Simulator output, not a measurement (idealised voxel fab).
process module | voxel self aligned vias
cross-section cut | 140 nm wide | cells 5 nm
A cross-section is a grid of square cells, given in bands from the top down. A band is one or more rows of cells.
Each band's line starts with the height of the band's top and of its bottom, in nm. Then come its materials from left to right, each with its width in nm. One material with "throughout" fills the band from edge to edge. "air" is empty space.
Height 0 is the level under which the wafer as received is all one material. The lowest band goes on downwards, as in "0 down".
A width such as "30 to 40" changes by the same amount from each row of cells to the next, from the band's top row to its bottom row.
"no change" after a step means that no cell of the cross-section changed.
closed voids: empty space of 8 cells or more with no open way to the top, each as width x height at its distance from the left edge, in nm
after a step's settings: what the simulator itself notes on the step
overlay nm, on a step with a mask: how far to the right of its planned place the mask lay; to the left if negative
plan
1 op RECEIVE | material Si
2 op CONFORMAL_DEP | material SiO2 | thk nm 15
3 op CONFORMAL_DEP | material SiCN | thk nm 5
4 op DIRECTIONAL_DEP | material SiO2 | thk nm 20
5 op MASKED_ETCH | tone open | mask id LINES | width nm 25 | pitch nm 50 | etch materials SiO2 | depth nm 20 | overlay nm 0
6 op CONFORMAL_DEP | material TiN | thk nm 5
7 op FILL_DEP | material W | thk nm 10
8 op CMP | height nm 40
9 op SELECTIVE_ETCH | etch materials W Ru TiN | depth nm 10
10 op FILL_DEP | material SiN | thk nm 5
11 op CMP | height nm 40
12 op DIRECTIONAL_DEP | material SiO2 | thk nm 15
13 op PATTERN | tone open | mask id VIAS | material resist | width nm 35 | thk nm 20 | overlay nm 0
14 op DIRECTIONAL_ETCH | etch materials SiO2 | depth nm 15
15 op DIRECTIONAL_ETCH | etch materials SiN | depth nm 10
16 op STRIP | etch materials resist
17 op CONFORMAL_DEP | material TiN | thk nm 5
18 op FILL_DEP | material Cu | thk nm 10
19 op CMP | height nm 55
20 op CONFORMAL_DEP | material SiN | thk nm 5
as received, after step 1
  0 down: Si throughout
  closed voids: none
a wafer at the end: this start, this plan, one mistake
  60 to 55: SiN throughout
  55 to 45: SiO2 25 | TiN 5 | Cu 25 | TiN 5 | SiO2 80
  45 to 40: SiO2 25 | TiN 10 | Cu 15 | TiN 10 | SiO2 80
  40 to 35: SiO2 30 | TiN 25 | SiO2 25 | SiN 25 | SiO2 35
  35 to 30: SiCN throughout
  30 to 0: SiO2 throughout
  0 down: Si throughout
  closed voids: none
what went wrong: step 2 was run twice
